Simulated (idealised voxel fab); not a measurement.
voxel plated lines: a process module
Section cut is 300 nm wide and gridded with 5 nm square cells.
If you're reading a cross-section in this doc, picture square cells in a grid; it comes to you as bands, top ones listed first down to the bottom, and a band can be one or more rows of cells.
Band entry format. Leading values: height of top, height of bottom, nm. Remainder: materials in left-to-right order, each with its width in nm. Special words: "all across" on a single material, which then fills the band edge to edge; "air", empty space.
Beneath 0, the wafer as received is one material, and that level is where height counting begins. The lowest band goes on downward without a bottom; it is written like "0..down".
When a width is written as two numbers, as in "30->40", the first number is the width in the top row of cells of the band and the second is the width in its bottom row, and the width changes by the same amount from each row to the next.
Take "nothing changed" at face value: in the step it is given for, the cross-section changed in none of its cells.
Listed in "Tabulated closed voids": every empty space of 8 or more cells without an open way to the top. Form: width x height at distance, the distance being from the left edge, all in nm.
Heads up: the bit after the settings on a step's line is the simulator's remark on that step.
What "overlay nm" on a step's line means: if the step has a mask, that mask lay this far to the right of its planned place, or, when the value is negative, to the left.

[Process steps (planned)]
step 1: RECEIVE: material Si
step 2: CONFORMAL_DEP: material Al2O3, thk nm 15
step 3: DIRECTIONAL_DEP: material TiN, thk nm 5
step 4: PATTERN: tone open, mask id LINES, material resist, width nm 25, pitch nm 55, thk nm 35, overlay nm 0
step 5: EPI: material Ru, thk nm 5
step 6: EPI: material Ru, thk nm 5
step 7: EPI: material Ru, thk nm 5
step 8: STRIP: etch materials resist
step 9: DIRECTIONAL_ETCH: etch materials TiN, depth nm 5
step 10: CONFORMAL_DEP: material SiN, thk nm 10

[Received-state cross-section, reflecting completion of step 1]
  0..down | Si all across
  Tabulated closed voids: none

[The module was run from the start shown above using the plan shown above, but one mistake was made doing it; the resulting wafer cross-section is below]
  30..20 | SiN all across
  20..0 | Al2O3 all across
  0..down | Si all across
  Tabulated closed voids: none
Where did the run depart from the plan? step 3 ran differently from the plan; actual operation with settings: DIRECTIONAL_DEP: material Al2O3, thk nm 5
